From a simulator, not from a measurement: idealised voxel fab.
process module | voxel fin reveal
cross-section cut | 200 nm wide | cells 5 nm
A cross-section is a grid of square cells, given in bands from the top down. A band is one or more rows of cells.
Each band's line starts with the height of the band's top and of its bottom, in nm. Then come its materials from left to right, each with its width in nm. One material with "throughout" fills the band from edge to edge. "air" is empty space.
Height 0 is the level under which the wafer as received is all one material. The lowest band goes on downwards, as in "0 down".
A width such as "30 to 40" changes by the same amount from each row of cells to the next, from the band's top row to its bottom row.
"no change" after a step means that no cell of the cross-section changed.
closed voids: empty space of 8 cells or more with no open way to the top, each as width x height at its distance from the left edge, in nm
after a step's settings: what the simulator itself notes on the step
overlay nm, on a step with a mask: how far to the right of its planned place the mask lay; to the left if negative
Each pair below shows a cross-section before one step and the cross-section after it, down to the lowest band that changed. The line under each pair gives the step between them, with its settings. The pairs can come from different runs of this module on the same starting wafer, so a pair continues from the pair above only where its "before" says so.
before
  0 down: Si throughout
  closed voids: none
after
  10 to 0: SiN throughout
  below 0: unchanged
  closed voids: none
the step between: op CONFORMAL_DEP | material SiN | thk nm 10
before: the cross-section after the pair above
after
  10 to 0: air 75 | SiN 15 | air 20 | SiN 15 | air 75
  below 0: unchanged
  closed voids: none
the step between: op MASKED_ETCH | tone cover | mask id FINS | width nm 15 | pitch nm 35 | etch materials SiN | depth nm 10 | overlay nm 0
before: the cross-section after the pair above
after
  10 to 0: air 75 | SiN 15 | air 20 | SiN 15 | air 75
  0 to -40: air 75 | Si 15 | air 20 | Si 15 | air 75
  below -40: unchanged
  closed voids: none
the step between: op MASKED_ETCH | tone cover | mask id FINS | width nm 15 | pitch nm 35 | etch materials Si | depth nm 40 | overlay nm 0
before: the cross-section after the pair above
after
  25 to 10: SiO2 throughout
  10 to 0: SiO2 75 | SiN 15 | SiO2 20 | SiN 15 | SiO2 75
  0 to -40: SiO2 75 | Si 15 | SiO2 20 | Si 15 | SiO2 75
  below -40: unchanged
  closed voids: none
the step between: op FILL_DEP | material SiO2 | thk nm 15
before: the cross-section after the pair above
after
  10 to 0: SiO2 75 | SiN 15 | SiO2 20 | SiN 15 | SiO2 75
  below 0: unchanged
  closed voids: none
the step between: op CMP | height nm 10
before: the cross-section after the pair above
after
  10 to 0: air 75 | SiN 15 | air 20 | SiN 15 | air 75
  0 to -15: air 75 | Si 15 | air 20 | Si 15 | air 75
  below -15: unchanged
  closed voids: none
the step between: op SELECTIVE_ETCH | etch materials SiO2 | depth nm 25
before: the cross-section after the pair above
after
  0 to -15: air 75 | Si 15 | air 20 | Si 15 | air 75
  below -15: unchanged
  closed voids: none
the step between: op STRIP | etch materials SiN
before
  25 to 10: SiO2 throughout
  10 to 0: SiO2 75 | SiN 15 | SiO2 20 | SiN 15 | SiO2 75
  0 to -40: SiO2 75 | Si 15 | SiO2 20 | Si 15 | SiO2 75
  -40 down: Si throughout
  closed voids: none
after
  40 to 10: SiO2 throughout
  below 10: unchanged
  closed voids: none
the step between: op FILL_DEP | material SiO2 | thk nm 15
before: the cross-section after the pair above
after
  10 to 0: SiO2 75 | SiN 15 | SiO2 20 | SiN 15 | SiO2 75
  below 0: unchanged
  closed voids: none
the step between: op CMP | height nm 10
before: the cross-section after the pair above
after
  10 to 0: SiO2 75 | air 15 | SiO2 20 | air 15 | SiO2 75
  below 0: unchanged
  closed voids: none
the step between: op STRIP | etch materials SiN
before: the cross-section after the pair above
after
  0 to -15: air 75 | Si 15 | air 20 | Si 15 | air 75
  -15 to -25: SiO2 50 | air 25 | Si 15 | air 20 | Si 15 | air 25 | SiO2 50
  below -25: unchanged
  closed voids: none
the step between: op SELECTIVE_ETCH | etch materials SiO2 | depth nm 25
before
  10 to 0: air 75 | SiN 15 | air 20 | SiN 15 | air 75
  0 down: Si throughout
  closed voids: none
after
  10 to 0: air 75 | SiN 15 | air 20 | SiN 15 | air 75
  0 to -35: air 75 | Si 15 | air 20 | Si 15 | air 75
  below -35: unchanged
  closed voids: none
the step between: op MASKED_ETCH | tone cover | mask id FINS | width nm 15 | pitch nm 35 | etch materials Si | depth nm 35 | overlay nm 0
before: the cross-section after the pair above
after
  25 to 10: SiO2 throughout
  10 to 0: SiO2 75 | SiN 15 | SiO2 20 | SiN 15 | SiO2 75
  0 to -35: SiO2 75 | Si 15 | SiO2 20 | Si 15 | SiO2 75
  below -35: unchanged
  closed voids: none
the step between: op FILL_DEP | material SiO2 | thk nm 15
before: the cross-section after the pair above
after
  10 to 0: SiO2 75 | SiN 15 | SiO2 20 | SiN 15 | SiO2 75
  below 0: unchanged
  closed voids: none
the step between: op CMP | height nm 10
before: the cross-section after the pair above
after
  10 to 0: air 75 | SiN 15 | air 20 | SiN 15 | air 75
  0 to -15: air 75 | Si 15 | air 20 | Si 15 | air 75
  below -15: unchanged
  closed voids: none
the step between: op SELECTIVE_ETCH | etch materials SiO2 | depth nm 25
before: the cross-section after the pair above
after
  0 to -15: air 75 | Si 15 | air 20 | Si 15 | air 75
  below -15: unchanged
  closed voids: none
the step between: op STRIP | etch materials SiN
before
  10 to 0: air 75 | SiN 15 | air 20 | SiN 15 | air 75
  0 to -15: air 75 | Si 15 | air 20 | Si 15 | air 75
  -15 to -40: SiO2 75 | Si 15 | SiO2 20 | Si 15 | SiO2 75
  -40 down: Si throughout
  closed voids: none
after
  10 to 0: air 75 | SiN 15 | air 20 | SiN 15 | air 75
  0 to -40: air 75 | Si 15 | air 20 | Si 15 | air 75
  below -40: unchanged
  closed voids: none
the step between: op STRIP | etch materials SiO2
